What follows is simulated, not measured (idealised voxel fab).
Process module, titled voxel tone inversion
The figure presents cross-section cut, which has a width of 230 nm and is divided into square cells with an edge length of 5 nm.
Think of the cross-section as a grid of square cells. We describe it in bands, top to bottom, and each band covers one or more rows of those cells.
Top height, bottom height, nm. Materials left to right, width each, nm. Single material + "full width" = fills band edge to edge. "air" = empty.
Below 0: as-received wafer, all one material; heights counted from there. Lowest band: no bottom, goes on down, written "0..down".
Read "30 to 40" as a graded width: first number on top, second number at the bottom, same change between each pair of neighbouring rows.
Key: "no modification" - step with no changed cell in the cross-section.
Any empty space of 8 cells or more lacking an open way to the top shows up in "Unvented voids" as width x height at distance, distance from the left edge, in nm.
If you see something after the settings on a step's line, that's the simulator's own remark about that step.
A step's line can hold "overlay nm"; with a mask on that step, the setting says how far right of the planned place the mask lay, while a negative setting says it lay to the left.
### Set out below are the planned steps of the process
1) RECEIVE,material Si
2) CONFORMAL_DEP,material SiN,thk nm 5
3) DIRECTIONAL_DEP,material aC,thk nm 20
4) PATTERN,tone cover,mask id POSTS,material resist,width nm 25,pitch nm 45,thk nm 30,overlay nm 0
5) DIRECTIONAL_ETCH,etch materials aC,depth nm 20
6) STRIP,etch materials resist
7) FILL_DEP,material SiO2,thk nm 5
8) CMP,height nm 15
9) STRIP,etch materials aC
The value of height nm given for step 8 in the plan refers to the first wafer; the wafers vary in this setting and are alike at the start.
### This is how the first of several wafers looked in cross-section when it arrived, which is after step 1
    0..down  Si full width
    Unvented voids: none
### Wafer cross-section (first of several) - module end, post step 9 (last step)
    15..5  SiO2: 80; air: 25; SiO2: 20; air: 25; SiO2: 80
    5..0  SiN full width
    0..down  Si full width
    Unvented voids: none
### Last wafer of the set, cross-sectioned at end of module
    30..25  SiO2 full width
    25..5  SiO2: 80; aC: 25; SiO2: 20; aC: 25; SiO2: 80
    5..0  SiN full width
    0..down  Si full width
    Unvented voids: none
### What follows is a table in which each wafer occupies a row; for the wafer as it stands at the close of the module, the row states, material by material, how many cells have been gained (+) or lost (-) since receipt, and then gives its closed voids
height nm 15; +46 SiN; +72 SiO2; Unvented voids: none
height nm 20; +46 SiN; +108 SiO2; Unvented voids: none
height nm 25; +46 SiN; +144 SiO2; Unvented voids: none
height nm 30; +46 SiN; +190 SiO2; +40 aC; Unvented voids: none
